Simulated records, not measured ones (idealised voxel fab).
process module | voxel capacitor over wiring
cross-section cut | 235 nm wide | cells 5 nm
A cross-section is a grid of square cells, given in bands from the top down. A band is one or more rows of cells.
Each band's line starts with the height of the band's top and of its bottom, in nm. Then come its materials from left to right, each with its width in nm. One material with "throughout" fills the band from edge to edge. "air" is empty space.
Height 0 is the level under which the wafer as received is all one material. The lowest band goes on downwards, as in "0 down".
A width such as "30 to 40" changes by the same amount from each row of cells to the next, from the band's top row to its bottom row.
"no change" after a step means that no cell of the cross-section changed.
closed voids: empty space of 8 cells or more with no open way to the top, each as width x height at its distance from the left edge, in nm
after a step's settings: what the simulator itself notes on the step
overlay nm, on a step with a mask: how far to the right of its planned place the mask lay; to the left if negative
plan
1 op RECEIVE | material Si
2 op CONFORMAL_DEP | material SiO2 | thk nm 15
3 op DIRECTIONAL_DEP | material TiN | thk nm 5
4 op DIRECTIONAL_DEP | material Ru | thk nm 20
5 op DIRECTIONAL_DEP | material aC | thk nm 10
6 op PATTERN | tone cover | mask id METAL_1 | material resist | width nm 20 | pitch nm 90 | thk nm 30 | overlay nm 0
7 op DIRECTIONAL_ETCH | etch materials aC | depth nm 10
8 op STRIP | etch materials resist
9 op DIRECTIONAL_ETCH | etch materials Ru | depth nm 20
10 op DIRECTIONAL_ETCH | etch materials TiN | depth nm 5
11 op STRIP | etch materials aC
12 op FILL_DEP | material SiO2 | thk nm 10
13 op CMP | height nm 40
14 op CONFORMAL_DEP | material SiCN | thk nm 5
15 op DIRECTIONAL_DEP | material lowk | thk nm 15
16 op MASKED_ETCH | tone open | mask id PLUG_1 | width nm 15 | etch materials lowk | depth nm 15 | overlay nm 0
17 op MASKED_ETCH | tone open | mask id PLUG_1 | width nm 15 | etch materials SiCN | depth nm 5 | overlay nm 0
18 op CONFORMAL_DEP | material TiN | thk nm 5
19 op FILL_DEP | material Ru | thk nm 10
20 op CMP | height nm 60
21 op DIRECTIONAL_DEP | material TiN | thk nm 10
22 op DIRECTIONAL_DEP | material Al2O3 | thk nm 5
23 op DIRECTIONAL_DEP | material TiN | thk nm 5
24 op PATTERN | tone cover | mask id UPPER_PLATE | material resist | width nm 75 | thk nm 20 | overlay nm 0
25 op DIRECTIONAL_ETCH | etch materials TiN | depth nm 5
26 op DIRECTIONAL_ETCH | etch materials Al2O3 | depth nm 5
27 op STRIP | etch materials resist
28 op PATTERN | tone cover | mask id LOWER_PLATE | material resist | width nm 85 | thk nm 15 | overlay nm 0
29 op DIRECTIONAL_ETCH | etch materials TiN | depth nm 10
30 op STRIP | etch materials resist
31 op FILL_DEP | material SiO2 | thk nm 15
32 op CMP | height nm 90
33 op MASKED_ETCH | tone open | mask id PLUG_2 | width nm 15 | etch materials SiO2 | depth nm 10 | overlay nm 0
34 op CONFORMAL_DEP | material TiN | thk nm 5
35 op FILL_DEP | material Ru | thk nm 10
36 op CMP | height nm 90
37 op CONFORMAL_DEP | material SiN | thk nm 5
as received, after step 1
  0 down: Si throughout
  closed voids: none
a wafer at the end: this start, this plan, one mistake
  95 to 90: SiN throughout
  90 to 85: SiO2 75 | TiN 5 | Ru 5 | TiN 5 | SiO2 145
  85 to 75: SiO2 75 to 65 | TiN 15 to 75 | SiO2 145 to 95
  75 to 70: SiO2 65 | Al2O3 75 | SiO2 95
  70 to 60: SiO2 60 | TiN 85 | SiO2 90
  60 to 45: lowk 65 | TiN 5 | Ru 5 | TiN 5 | lowk 155
  45 to 40: SiCN 65 | TiN 15 | SiCN 155
  40 to 35: SiO2 60 | Ru 20 | SiO2 70 | Ru 20 | SiO2 65
  35 to 30: SiO2 60 | TiN 20 | SiO2 70 | TiN 20 | SiO2 65
  30 to 0: SiO2 throughout
  0 down: Si throughout
  closed voids: none
what went wrong: step 2 was run twice
